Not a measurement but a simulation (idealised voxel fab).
Title: Process Module voxel self aligned contacts
Xsec cut, 205 nm wide, square cell size 5 nm.
Each cross-section below is a grid of square cells, stated as bands in top-down order, with one or more rows of cells making up each band. Band: top and bottom heights (nm) first, top before bottom; then materials from left to right, widths in nm. "full width" marks a sole material filling the band edge to edge. "blank" denotes empty space. Ref level 0: as-received wafer is one material below here. Bottom band extends down with no lower bound ("0 -> down"). The width entry "30..40" should be interpreted row by row: the top row of cells in the band takes the first number, the bottom row takes the second number, and the change between adjacent rows is uniform throughout. "no modification" (step): cross-section cells unchanged, all of them. Under "Unvented internal voids" you'll find the enclosed gaps, the ones with no way out to the top, that are 8 cells or bigger; each reads width x height at distance, with distance counted from the left edge, everything in nm. The remark found on a step's line after its settings is issued by the simulator itself and pertains to that step. The optional step-line setting "overlay nm" applies to steps with a mask and quantifies how far to the right of its planned location the mask lay, a negative value indicating leftward placement.

The process steps that were planned are listed below:
1. RECEIVE (material Si)
2. CONFORMAL_DEP (material SiO2; thk nm 5)
3. DIRECTIONAL_DEP (material polySi; thk nm 20)
4. DIRECTIONAL_DEP (material SiN; thk nm 15)
5. MASKED_ETCH (tone cover; mask id GATE; width nm 30; pitch nm 65; etch materials SiN; depth nm 15; overlay nm 0)
6. MASKED_ETCH (tone cover; mask id GATE; width nm 30; pitch nm 65; etch materials polySi; depth nm 20; overlay nm 0)
7. CONFORMAL_DEP (material SiN; thk nm 5)
8. DIRECTIONAL_ETCH (etch materials SiN; depth nm 5)
9. FILL_DEP (material SiO2; thk nm 20)
10. CMP (height nm 50)
11. DIRECTIONAL_DEP (material aC; thk nm 10)
12. PATTERN (tone open; mask id CONTACT; material resist; width nm 45; thk nm 25; overlay nm 0)
13. DIRECTIONAL_ETCH (etch materials aC; depth nm 10)
14. STRIP (etch materials resist)
15. DIRECTIONAL_ETCH (etch materials SiO2; depth nm 50)
16. STRIP (etch materials aC)
17. CONFORMAL_DEP (material TiN; thk nm 5)
18. FILL_DEP (material W; thk nm 10)
19. CMP (height nm 50)
20. CONFORMAL_DEP (material SiN; thk nm 5)

As-received wafer cross-section (after step 1):
  0 -> down  Si full width
  Unvented internal voids: none

Cross-sectional result after module completion. Note: starting condition and plan are unchanged from above; one processing mistake was made:
  55 -> 50  SiN full width
  50 -> 45  SiO2 80 / TiN 5 / W 35 / TiN 5 / SiO2 80
  45 -> 40  SiO2 80 / TiN 45 / SiO2 80
  40 -> 25  TiN full width
  25 -> 5  polySi full width
  5 -> 0  SiO2 full width
  0 -> down  Si full width
  Unvented internal voids: none
Finding, execution versus plan: step 4 ran as: DIRECTIONAL_DEP (material TiN; thk nm 15)
